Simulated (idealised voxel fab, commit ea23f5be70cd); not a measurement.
Proc. module: voxel wiring stack
Xsec cut, 160 nm wide, square cell size 5 nm.
Just so we're on the same page, the cross-sections are grids of square cells, and they're listed out in bands top to bottom, each band one or more rows deep.
First you get the band's top height and its bottom height, in nm, and then the materials it's made of, left to right, with each width in nm. If you see a single material with "all across", that one covers the band edge to edge. "blank" is empty space.
Heads up on the height convention: 0 is the point under which the incoming wafer is all one material, and the lowest band has no bottom, it just keeps going down, like "0 and below".
With a width like "30->40", each row of cells in the band differs from the next by the same amount, the top row carrying the first number and the bottom row the second.
For the purposes of this document, the phrase "identical to before" attached to a step denotes that no cell within the cross-section was modified by that step.
This entry, "Unvented cavities", enumerates those empty regions of no fewer than 8 cells that possess no open connection to the top. Each region is reported in the form width x height at distance, the distance being taken from the left edge, with all three quantities expressed in nm.
Note: text after step settings on the step line = simulator remark on that step.
"overlay nm" on a masked step: distance the mask lay right of its planned place, negative for left.

# List of planned process steps
step 1: RECEIVE,material Si
step 2: CONFORMAL_DEP,material SiO2,thk nm 5
step 3: CONFORMAL_DEP,material SiN,thk nm 5
step 4: DIRECTIONAL_DEP,material SiO2,thk nm 20
step 5: DIRECTIONAL_DEP,material aC,thk nm 15
step 6: PATTERN,tone open,mask id METAL_1,material resist,width nm 25,pitch nm 45,thk nm 30,overlay nm 0
step 7: DIRECTIONAL_ETCH,etch materials aC,depth nm 15
step 8: STRIP,etch materials resist
step 9: DIRECTIONAL_ETCH,etch materials SiO2,depth nm 20
step 10: DIRECTIONAL_ETCH,etch materials SiN,depth nm 5
step 11: STRIP,etch materials aC
step 12: CONFORMAL_DEP,material TiN,thk nm 5
step 13: FILL_DEP,material Ru,thk nm 5
step 14: CMP,height nm 35
step 15: CONFORMAL_DEP,material SiCN,thk nm 5
step 16: DIRECTIONAL_DEP,material lowk,thk nm 20
step 17: DIRECTIONAL_DEP,material aC,thk nm 10
step 18: PATTERN,tone open,mask id PLUG_1,material resist,width nm 15,thk nm 30,overlay nm 0
step 19: DIRECTIONAL_ETCH,etch materials aC,depth nm 10
step 20: STRIP,etch materials resist
step 21: DIRECTIONAL_ETCH,etch materials lowk,depth nm 20
step 22: DIRECTIONAL_ETCH,etch materials SiCN,depth nm 5
step 23: STRIP,etch materials aC
step 24: EPI,material Ru,thk nm 10
step 25: EPI,material Ru,thk nm 10
step 26: EPI,material Ru,thk nm 5
step 27: DIRECTIONAL_DEP,material TiN,thk nm 5
step 28: DIRECTIONAL_DEP,material Ru,thk nm 20
step 29: MASKED_ETCH,tone cover,mask id METAL_2,width nm 25,pitch nm 45,etch materials Ru,depth nm 20,overlay nm 0
step 30: MASKED_ETCH,tone cover,mask id METAL_2,width nm 25,pitch nm 45,etch materials TiN,depth nm 5,overlay nm 0
step 31: FILL_DEP,material SiO2,thk nm 10
step 32: CMP,height nm 85
step 33: CONFORMAL_DEP,material SiCN,thk nm 5
step 34: DIRECTIONAL_DEP,material lowk,thk nm 35
step 35: DIRECTIONAL_DEP,material aC,thk nm 15
step 36: PATTERN,tone open,mask id METAL_3_HOLES,material resist,width nm 15,thk nm 35,overlay nm 0
step 37: DIRECTIONAL_ETCH,etch materials aC,depth nm 15
step 38: STRIP,etch materials resist
step 39: DIRECTIONAL_ETCH,etch materials lowk,depth nm 35
step 40: STRIP,etch materials aC
step 41: PATTERN,tone open,mask id METAL_3,material resist,width nm 25,pitch nm 45,thk nm 20,overlay nm 0
step 42: DIRECTIONAL_ETCH,etch materials lowk,depth nm 20
step 43: DIRECTIONAL_ETCH,etch materials SiCN,depth nm 5
step 44: STRIP,etch materials resist
step 45: CONFORMAL_DEP,material TiN,thk nm 5
step 46: FILL_DEP,material Cu,thk nm 10
step 47: CMP,height nm 125
step 48: CONFORMAL_DEP,material SiCN,thk nm 5
For this document, wafers share an identical start and vary in the step 2 thk nm; the plan quotes the first wafer's value.

# Cross-section of the first of several wafers as received (after step 1)
  0 and below | Si all across
  Unvented cavities: none

# Post step 48, the closing step of the module: first of several wafers, cross-sectioned
  130 down to 125 | SiCN all across
  125 down to 110 | lowk 45 / TiN 5 / Cu 15 / TiN 5 / lowk 20 / TiN 5 / Cu 15 / TiN 5 / lowk 45
  110 down to 105 | lowk 45 / TiN 5 / Cu 5 / TiN 15 / lowk 20 / TiN 25 / lowk 45
  105 down to 90 | lowk 45 / TiN 5 / Cu 5 / TiN 5 / lowk 100
  90 down to 85 | SiCN 45 / TiN 15 / SiCN 100
  85 down to 65 | SiO2 45 / Ru 25 / SiO2 20 / Ru 25 / SiO2 45
  65 down to 60 | SiO2 45 / TiN 25 / SiO2 20 / TiN 25 / SiO2 45
  60 down to 40 | lowk 45 / Ru 15 / lowk 100
  40 down to 35 | SiCN 45 / Ru 15 / SiCN 100
  35 down to 30 | TiN 50 / Ru 15 / TiN 30 / Ru 15 / TiN 50
  30 down to 10 | SiO2 45 / TiN 5 / Ru 15 / TiN 5 / SiO2 20 / TiN 5 / Ru 15 / TiN 5 / SiO2 45
  10 down to 5 | SiN 45 / TiN 25 / SiN 20 / TiN 25 / SiN 45
  5 down to 0 | SiO2 all across
  0 and below | Si all across
  Unvented cavities: none

# Cross-section, module end, final of several wafers
  130 down to 125 | SiCN all across
  125 down to 110 | lowk 45 / TiN 5 / Cu 15 / TiN 5 / lowk 20 / TiN 5 / Cu 15 / TiN 5 / lowk 45
  110 down to 105 | lowk 45 / TiN 5 / Cu 5 / TiN 15 / lowk 20 / TiN 25 / lowk 45
  105 down to 90 | lowk 45 / TiN 5 / Cu 5 / TiN 5 / lowk 100
  90 down to 85 | SiCN 45 / TiN 15 / SiCN 100
  85 down to 65 | SiO2 45 / Ru 25 / SiO2 20 / Ru 25 / SiO2 45
  65 down to 60 | SiO2 45 / TiN 25 / SiO2 20 / TiN 25 / SiO2 45
  60 down to 40 | lowk 45 / Ru 15 / lowk 100
  40 down to 35 | SiCN 45 / Ru 15 / SiCN 100
  35 down to 30 | SiO2 45 / TiN 5 / Ru 15 / TiN 5 / SiO2 20 / TiN 5 / Ru 15 / TiN 5 / SiO2 45
  30 down to 25 | SiN 45 / TiN 25 / SiN 20 / TiN 25 / SiN 45
  25 down to 0 | SiO2 all across
  0 and below | Si all across
  Unvented cavities: none

# End of module, by wafer: material-by-material cell gain (+) or loss (-) since receipt, then closed voids
thk nm 5, +22 Cu, +85 Ru, +90 SiCN, +22 SiN, +230 SiO2, +92 TiN, +291 lowk, Unvented cavities: none
thk nm 10, +22 Cu, +79 Ru, +90 SiCN, +22 SiN, +262 SiO2, +66 TiN, +291 lowk, Unvented cavities: none
thk nm 15, +22 Cu, +73 Ru, +90 SiCN, +22 SiN, +272 SiO2, +62 TiN, +291 lowk, Unvented cavities: none
thk nm 20, +22 Cu, +67 Ru, +90 SiCN, +22 SiN, +282 SiO2, +58 TiN, +291 lowk, Unvented cavities: none
thk nm 25, +22 Cu, +61 Ru, +90 SiCN, +22 SiN, +292 SiO2, +54 TiN, +291 lowk, Unvented cavities: none
